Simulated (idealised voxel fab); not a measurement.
process module | voxel transistor to metal
cross-section cut | 205 nm wide | cells 5 nm
A cross-section is a grid of square cells, given in bands from the top down. A band is one or more rows of cells.
Each band's line starts with the height of the band's top and of its bottom, in nm. Then come its materials from left to right, each with its width in nm. One material with "throughout" fills the band from edge to edge. "air" is empty space.
Height 0 is the level under which the wafer as received is all one material. The lowest band goes on downwards, as in "0 down".
A width such as "30 to 40" changes by the same amount from each row of cells to the next, from the band's top row to its bottom row.
"no change" after a step means that no cell of the cross-section changed.
closed voids: empty space of 8 cells or more with no open way to the top, each as width x height at its distance from the left edge, in nm
after a step's settings: what the simulator itself notes on the step
overlay nm, on a step with a mask: how far to the right of its planned place the mask lay; to the left if negative
plan
1 op RECEIVE | material Si
2 op CONFORMAL_DEP | material SiO2 | thk nm 5
3 op CONFORMAL_DEP | material SiN | thk nm 10
4 op DIRECTIONAL_DEP | material aC | thk nm 10
5 op PATTERN | tone cover | mask id ACTIVE | material resist | width nm 135 | thk nm 30 | overlay nm 0
6 op DIRECTIONAL_ETCH | etch materials aC | depth nm 10
7 op STRIP | etch materials resist
8 op DIRECTIONAL_ETCH | etch materials SiN | depth nm 10
9 op DIRECTIONAL_ETCH | etch materials SiO2 | depth nm 5
10 op DIRECTIONAL_ETCH | etch materials Si | depth nm 30
11 op STRIP | etch materials aC
12 op FILL_DEP | material SiO2 | thk nm 15
13 op CMP | height nm 15
14 op SELECTIVE_ETCH | etch materials SiO2 | depth nm 10
15 op STRIP | etch materials SiN
16 op SELECTIVE_ETCH | etch materials SiO2 | depth nm 5
17 op OXIDIZE | depth nm 5
18 op DIRECTIONAL_DEP | material polySi | thk nm 25
19 op DIRECTIONAL_DEP | material SiCN | thk nm 15
20 op MASKED_ETCH | tone cover | mask id GATE | width nm 35 | etch materials SiCN | depth nm 25 | overlay nm 0
21 op MASKED_ETCH | tone cover | mask id GATE | width nm 25 | etch materials polySi | depth nm 35 | overlay nm 0
22 op CONFORMAL_DEP | material SiN | thk nm 10
23 op DIRECTIONAL_ETCH | etch materials SiN | depth nm 10
24 op DIRECTIONAL_ETCH | etch materials SiO2 | depth nm 5
25 op DIRECTIONAL_ETCH | etch materials Si | depth nm 5
26 op EPI | material SiGe | thk nm 5
27 op FILL_DEP | material SiO2 | thk nm 5
28 op CMP | height nm 25
29 op STRIP | etch materials polySi
30 op SELECTIVE_ETCH | etch materials SiO2 | depth nm 5
31 op CONFORMAL_DEP | material HfO2 | thk nm 5
32 op CONFORMAL_DEP | material TiN | thk nm 5
33 op FILL_DEP | material W | thk nm 10
34 op CMP | height nm 20
35 op DIRECTIONAL_DEP | material SiO2 | thk nm 15
36 op PATTERN | tone open | mask id CONTACT | material resist | width nm 20 | pitch nm 95 | thk nm 20 | overlay nm 0
37 op DIRECTIONAL_ETCH | etch materials SiO2 | depth nm 40
38 op STRIP | etch materials resist
39 op CONFORMAL_DEP | material TiN | thk nm 5
40 op FILL_DEP | material W | thk nm 5
41 op CMP | height nm 35
42 op DIRECTIONAL_DEP | material TiN | thk nm 5
43 op DIRECTIONAL_DEP | material W | thk nm 25
44 op DIRECTIONAL_DEP | material aC | thk nm 15
45 op PATTERN | tone cover | mask id METAL_1 | material resist | width nm 20 | pitch nm 95 | thk nm 30 | overlay nm 0
46 op DIRECTIONAL_ETCH | etch materials aC | depth nm 15
47 op STRIP | etch materials resist
48 op DIRECTIONAL_ETCH | etch materials W | depth nm 25
49 op DIRECTIONAL_ETCH | etch materials TiN | depth nm 5
50 op STRIP | etch materials aC
51 op CONFORMAL_DEP | material SiN | thk nm 5
52 op FILL_DEP | material lowk | thk nm 10
53 op CMP | height nm 65
54 op CONFORMAL_DEP | material SiCN | thk nm 5
varied across the wafers: width nm of step 21. The plan shows the first wafer's value. All wafers start alike
first wafer as received, after step 1
  0 down: Si throughout
  closed voids: none
first wafer at the end, after step 54
  70 to 65: SiCN throughout
  65 to 40: lowk 40 | SiN 5 | W 20 | SiN 5 | lowk 65 | SiN 5 | W 20 | SiN 5 | lowk 40
  40 to 35: SiN 45 | TiN 20 | SiN 75 | TiN 20 | SiN 45
  35 to 20: SiO2 45 | TiN 5 | W 10 | TiN 5 | SiO2 75 | TiN 5 | W 10 | TiN 5 | SiO2 45
  20 to 5: SiO2 45 | TiN 5 | W 10 | TiN 5 | SiO2 10 | SiN 10 | HfO2 5 | TiN 5 | W 15 | TiN 5 | HfO2 5 | SiN 10 | SiO2 10 | TiN 5 | W 10 | TiN 5 | SiO2 45
  5 to 0: SiO2 45 | TiN 5 | W 10 | TiN 5 | SiO2 10 | SiN 10 | HfO2 5 | TiN 25 | HfO2 5 | SiN 10 | SiO2 10 | TiN 5 | W 10 | TiN 5 | SiO2 45
  0 to -5: SiO2 45 | TiN 20 | SiO2 5 | SiGe 5 | SiO2 5 | HfO2 45 | SiO2 5 | SiGe 5 | SiO2 5 | TiN 20 | SiO2 45
  -5 to -10: SiO2 35 | SiGe 40 | Si 55 | SiGe 40 | SiO2 35
  -10 to -30: SiO2 35 | Si 135 | SiO2 35
  -30 down: Si throughout
  closed voids: none
last wafer at the end
  70 to 65: SiCN throughout
  65 to 40: lowk 40 | SiN 5 | W 20 | SiN 5 | lowk 65 | SiN 5 | W 20 | SiN 5 | lowk 40
  40 to 35: SiN 45 | TiN 20 | SiN 75 | TiN 20 | SiN 45
  35 to 20: SiO2 45 | TiN 5 | W 10 | TiN 5 | SiO2 75 | TiN 5 | W 10 | TiN 5 | SiO2 45
  20 to 5: SiO2 45 | TiN 5 | W 10 | TiN 5 | SiO2 5 | SiN 10 | HfO2 5 | TiN 5 | W 30 | TiN 5 | HfO2 5 | SiN 10 | TiN 5 | W 10 | TiN 5 | SiO2 45
  5 to 0: SiO2 45 | TiN 5 | W 10 | TiN 5 | SiO2 5 | SiN 10 | HfO2 5 | TiN 40 | HfO2 5 | SiN 10 | TiN 10 | W 5 | TiN 5 | SiO2 45
  0 to -5: SiO2 45 | TiN 20 | SiGe 5 | SiO2 5 | HfO2 60 | SiO2 5 | SiGe 5 | TiN 15 | SiO2 45
  -5 to -10: SiO2 35 | SiGe 35 | Si 70 | SiGe 30 | SiO2 35
  -10 to -30: SiO2 35 | Si 135 | SiO2 35
  -30 down: Si throughout
  closed voids: none
each wafer at the end: cells of each material gained (+) or lost (-) since it was received, then its closed voids
width nm 25 | +17 HfO2 | -127 Si | +41 SiCN | +18 SiGe | +69 SiN | +279 SiO2 | +55 TiN | +77 W | +145 lowk | closed voids: none
width nm 30 | +17 HfO2 | -127 Si | +41 SiCN | +18 SiGe | +69 SiN | +279 SiO2 | +55 TiN | +77 W | +145 lowk | closed voids: none
width nm 35 | +17 HfO2 | -127 Si | +41 SiCN | +18 SiGe | +69 SiN | +279 SiO2 | +55 TiN | +77 W | +145 lowk | closed voids: none
width nm 40 | +18 HfO2 | -126 Si | +41 SiCN | +17 SiGe | +69 SiN | +274 SiO2 | +56 TiN | +80 W | +145 lowk | closed voids: none
width nm 45 | +19 HfO2 | -125 Si | +41 SiCN | +16 SiGe | +69 SiN | +269 SiO2 | +57 TiN | +83 W | +145 lowk | closed voids: none
width nm 50 | +20 HfO2 | -124 Si | +41 SiCN | +15 SiGe | +69 SiN | +265 SiO2 | +58 TiN | +85 W | +145 lowk | closed voids: none
